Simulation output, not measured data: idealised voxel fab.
You're looking at the process module voxel self aligned contacts.
It is cross-section cut that appears here, measuring 145 nm in width, its square cells being 5 nm in size.
A cross-section is written here as square cells arranged in a grid, and it is given in bands from the top down, each band taking up one or more rows of cells. Top, bottom (nm), then materials left to right with widths (nm); lone material tagged "everywhere" fills the whole band edge to edge; "air" = empty space. A quick word on heights: they are counted from 0, and under that level the wafer as it came to us is one material throughout. The lowest band is different from the rest in having no bottom; it simply continues downward, written as in "from 0 down". A two-number width, for instance "30->40", indicates that the width is equal to the first number in the top row of the band and to the second number in the bottom row, and that it changes by a constant amount per row of cells. "no alteration" -> step changed no cross-section cell. "Enclosed cavity list": sealed empty spaces, 8 cells or more, no open way to top, listed width x height at distance, with distance from the left edge and width, height and distance in nm. Post-settings text on a step line: simulator's own remark regarding the step. overlay nm, on a step with a mask: how far to the right of its planned place the mask lay; to the left if negative.

**Here's what the planned process steps look like**
- 1: RECEIVE with material Si
- 2: CONFORMAL_DEP with material SiO2, thk nm 5
- 3: DIRECTIONAL_DEP with material polySi, thk nm 20
- 4: DIRECTIONAL_DEP with material SiN, thk nm 25
- 5: PATTERN with tone cover, mask id GATE, material resist, width nm 30, pitch nm 70, thk nm 15, overlay nm 0
- 6: DIRECTIONAL_ETCH with etch materials SiN, depth nm 25
- 7: DIRECTIONAL_ETCH with etch materials polySi, depth nm 20
- 8: STRIP with etch materials resist
- 9: CONFORMAL_DEP with material SiN, thk nm 10
- 10: DIRECTIONAL_ETCH with etch materials SiN, depth nm 10
- 11: FILL_DEP with material SiO2, thk nm 15
- 12: CMP with height nm 55
- 13: MASKED_ETCH with tone open, mask id CONTACT, width nm 50, etch materials SiO2, depth nm 55, overlay nm 0
- 14: CONFORMAL_DEP with material TiN, thk nm 5
- 15: FILL_DEP with material W, thk nm 10
- 16: CMP with height nm 55
- 17: CONFORMAL_DEP with material SiCN, thk nm 5

**Cross-section, incoming material, after step 1**
  from 0 down | Si everywhere
  Enclosed cavity list: none

**Wafer cross-section at end of module: start and plan as shown above, one execution error**
  from 60 to 55 | SiCN everywhere
  from 55 to 50 | 45 SiO2; 20 TiN; 15 W; 15 TiN; 50 SiO2
  from 50 to 25 | 15 SiO2; 45 SiN; 5 TiN; 15 W; 5 TiN; 45 SiN; 15 SiO2
  from 25 to 5 | 15 SiO2; 10 SiN; 25 polySi; 10 SiN; 5 TiN; 15 W; 5 TiN; 10 SiN; 25 polySi; 10 SiN; 15 SiO2
  from 5 to 0 | 60 SiO2; 25 TiN; 60 SiO2
  from 0 down | Si everywhere
  Enclosed cavity list: none
So what did we get wrong on this run? step 5 did not happen as planned, as run it was PATTERN with tone cover, mask id GATE, material resist, width nm 25, pitch nm 70, thk nm 15, overlay nm 0
